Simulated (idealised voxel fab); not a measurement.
Proc. module: voxel self aligned contacts
Cross-section cut spans 165 nm and uses square cells 5 nm in size.
The cross-sections in this document take the form of a grid made of square cells. They are written out as bands, in order from top to bottom. Each band consists of one or more rows of cells.
Top height, bottom height, nm. Materials left to right, width each, nm. Single material + "throughout" = fills band edge to edge. "air" = empty.
We count height from 0. Below that, the starting wafer is all one material. The lowest band never ends at the bottom but goes on down; see "0..down" for how that is written.
Quick explanation for "30->40": the width changes in equal steps down the rows of cells, from the first number in the band's top row to the second number in its bottom row.
Where a step carries "stayed the same", the cross-section came out of it unchanged, cell for cell.
Heads up: "Sealed void inventory" only lists the empty pockets with no open path to the top that are 8 cells or more, and it writes them as width x height at distance, distance from the left edge, in nm.
Note: text after step settings on the step line = simulator remark on that step.
The "overlay nm" setting may appear on a step's line; for a step that uses a mask, it gives how far to the right of its planned position the mask lay, and a negative value indicates the left.

## The planned process steps are enumerated hereunder
1 RECEIVE,material Si
2 CONFORMAL_DEP,material SiO2,thk nm 5
3 DIRECTIONAL_DEP,material polySi,thk nm 30
4 DIRECTIONAL_DEP,material SiN,thk nm 15
5 MASKED_ETCH,tone cover,mask id GATE,width nm 35,pitch nm 70,etch materials SiN,depth nm 15,overlay nm 0
6 MASKED_ETCH,tone cover,mask id GATE,width nm 35,pitch nm 70,etch materials polySi,depth nm 30,overlay nm 0
7 CONFORMAL_DEP,material SiN,thk nm 5
8 DIRECTIONAL_ETCH,etch materials SiN,depth nm 5
9 FILL_DEP,material SiO2,thk nm 15
10 CMP,height nm 45
11 MASKED_ETCH,tone open,mask id CONTACT,width nm 45,etch materials SiO2,depth nm 55,overlay nm 0
12 CONFORMAL_DEP,material TiN,thk nm 5
13 FILL_DEP,material Ru,thk nm 10
14 CMP,height nm 55
15 CONFORMAL_DEP,material SiCN,thk nm 5
Every wafer here starts from the same state; it is the step 10 height nm that distinguishes them, and the value the plan gives belongs to the first wafer.

## First of several wafers, received after step 1, in cross-section
0..down  Si throughout
Sealed void inventory: none

## The cross-section of the first of several wafers is given below for the end of the module, after its final step, step 15
60..55  SiCN throughout
55..50  Ru throughout
50..45  TiN (75), Ru (15), TiN (75)
45..35  SiO2 (25), SiN (45), TiN (5), Ru (15), TiN (5), SiN (45), SiO2 (25)
35..5  SiO2 (25), SiN (5), polySi (35), SiN (5), TiN (5), Ru (15), TiN (5), SiN (5), polySi (35), SiN (5), SiO2 (25)
5..0  SiO2 (70), TiN (25), SiO2 (70)
0..down  Si throughout
Sealed void inventory: none

## Showing the last wafer in cross-section at the end of the module
60..55  SiCN throughout
55..50  SiO2 (60), TiN (15), Ru (15), TiN (15), SiO2 (60)
50..35  SiO2 (25), SiN (45), TiN (5), Ru (15), TiN (5), SiN (45), SiO2 (25)
35..15  SiO2 (25), SiN (5), polySi (35), SiN (5), TiN (5), Ru (15), TiN (5), SiN (5), polySi (35), SiN (5), SiO2 (25)
15..10  SiO2 (25), SiN (5), polySi (35), SiN (5), TiN (25), SiN (5), polySi (35), SiN (5), SiO2 (25)
10..5  SiO2 (25), SiN (5), polySi (35), SiN (5), SiO2 (25), SiN (5), polySi (35), SiN (5), SiO2 (25)
5..0  SiO2 throughout
0..down  Si throughout
Sealed void inventory: none

## Per wafer (row), end of module: delta in cells per material since receipt, (+) for gained, (-) for lost; closed voids after that
height nm 45; +60 Ru; +33 SiCN; +60 SiN; +108 SiO2; +51 TiN; +84 polySi; Sealed void inventory: none
height nm 50; +30 Ru; +33 SiCN; +78 SiN; +118 SiO2; +53 TiN; +84 polySi; Sealed void inventory: none
height nm 55; +30 Ru; +33 SiCN; +78 SiN; +142 SiO2; +29 TiN; +84 polySi; Sealed void inventory: none
height nm 60; +27 Ru; +33 SiCN; +78 SiN; +147 SiO2; +27 TiN; +84 polySi; Sealed void inventory: none
height nm 65; +24 Ru; +33 SiCN; +78 SiN; +152 SiO2; +25 TiN; +84 polySi; Sealed void inventory: none
